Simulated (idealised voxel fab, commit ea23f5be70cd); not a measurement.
This section sets out a process module, namely voxel capacitor over wiring.
Cross-section cut: width 195 nm, square cells of 5 nm.
Square cells in a grid make up a cross-section in this document, and the grid is given as bands, listed from the top down, each one or more rows of cells.
The band entry comprises the height of the band's top followed by the height of its bottom, expressed in nm, and subsequently the band's materials from left to right, each stated together with its width in nm. Where a single material is marked with the word "full width", that material fills the band from edge to edge. The word "empty" represents empty space.
Heights are measured from 0, the level below which the as-received wafer is all one material; the lowest band has no bottom and continues downward, written as in "0 down".
You'd read "30 to 40" like this: the band's top row of cells is as wide as the first number, its bottom row is as wide as the second, and going down, every row changes width by the same amount as the row before did.
Step note "remained the same" = no cross-section cell changed.
"Trapped cavities" enumerates empty spaces isolated from the top, with no open way to it, that contain at least 8 cells, giving each as width x height at distance from the left edge, all three in nm.
Where a step's line continues beyond its settings, the continuation is a remark by the simulator itself on that step.
The setting "overlay nm" may be written on the line of a step. When the step uses a mask, the value reports how far to the right of the planned place the mask lay, and a negative value reports that it lay to the left.
[Process steps - plan]
1: op RECEIVE | material Si
2: op CONFORMAL_DEP | material SiO2 | thk nm 10
3: op CONFORMAL_DEP | material SiCN | thk nm 5
4: op DIRECTIONAL_DEP | material lowk | thk nm 15
5: op PATTERN | tone open | mask id METAL_1 | material resist | width nm 25 | pitch nm 80 | thk nm 15 | overlay nm 0
6: op DIRECTIONAL_ETCH | etch materials lowk | depth nm 15
7: op DIRECTIONAL_ETCH | etch materials SiCN | depth nm 5
8: op STRIP | etch materials resist
9: op CONFORMAL_DEP | material TiN | thk nm 5
10: op FILL_DEP | material Cu | thk nm 10
11: op CMP | height nm 30
12: op EPI | material Ru | thk nm 5
13: op FILL_DEP | material SiCN | thk nm 5
14: op DIRECTIONAL_DEP | material lowk | thk nm 10
15: op MASKED_ETCH | tone open | mask id PLUG_1 | width nm 15 | etch materials lowk | depth nm 10 | overlay nm 0
16: op MASKED_ETCH | tone open | mask id PLUG_1 | width nm 15 | etch materials SiCN | depth nm 5 | overlay nm 0
17: op EPI | material Ru | thk nm 10
18: op EPI | material Ru | thk nm 5
19: op DIRECTIONAL_DEP | material TiN | thk nm 10
20: op DIRECTIONAL_DEP | material SiN | thk nm 5
21: op DIRECTIONAL_DEP | material TiN | thk nm 10
22: op DIRECTIONAL_DEP | material aC | thk nm 10
23: op PATTERN | tone cover | mask id UPPER_PLATE | material resist | width nm 60 | thk nm 30 | overlay nm 0
24: op DIRECTIONAL_ETCH | etch materials aC | depth nm 10
25: op STRIP | etch materials resist
26: op DIRECTIONAL_ETCH | etch materials TiN | depth nm 10
27: op DIRECTIONAL_ETCH | etch materials SiN | depth nm 5
28: op STRIP | etch materials aC
29: op MASKED_ETCH | tone cover | mask id LOWER_PLATE | width nm 70 | etch materials TiN | depth nm 10 | overlay nm 0
30: op FILL_DEP | material SiO2 | thk nm 15
31: op CMP | height nm 85
32: op PATTERN | tone open | mask id PLUG_2 | material resist | width nm 15 | thk nm 20 | overlay nm 0
33: op DIRECTIONAL_ETCH | etch materials SiO2 | depth nm 10
34: op STRIP | etch materials resist
35: op CONFORMAL_DEP | material TiN | thk nm 5
36: op FILL_DEP | material Cu | thk nm 5
37: op CMP | height nm 85
38: op CONFORMAL_DEP | material SiCN | thk nm 5
[As-received wafer cross-section (after step 1)]
  0 down | Si full width
  Trapped cavities: none
[Below is the wafer in cross-section after the module was completed. It began from the starting point shown above and followed the plan shown above, except that one mistake was made while running it]
  90 to 85 | SiCN full width
  85 to 80 | SiO2 65 nm | TiN 5 nm | Cu 5 nm | TiN 5 nm | SiO2 115 nm
  80 to 75 | SiO2 65 nm | TiN 15 nm | SiO2 115 nm
  75 to 70 | SiO2 55 nm | SiN 60 nm | SiO2 80 nm
  70 to 60 | SiO2 50 nm | TiN 70 nm | SiO2 75 nm
  60 to 50 | TiN full width
  50 to 40 | lowk 55 nm | Ru 15 nm | lowk 125 nm
  40 to 35 | SiCN 55 nm | Ru 15 nm | SiCN 125 nm
  35 to 30 | SiCN 40 nm | Ru 35 nm | SiCN 45 nm | Ru 35 nm | SiCN 40 nm
  30 to 15 | lowk 45 nm | TiN 5 nm | Cu 15 nm | TiN 5 nm | lowk 55 nm | TiN 5 nm | Cu 15 nm | TiN 5 nm | lowk 45 nm
  15 to 10 | SiCN 45 nm | TiN 25 nm | SiCN 55 nm | TiN 25 nm | SiCN 45 nm
  10 to 0 | SiO2 full width
  0 down | Si full width
  Trapped cavities: none
In executing the process, a mistake was made relative to the plan: the run placed steps 20 and 21 each in the position the plan gave to the other
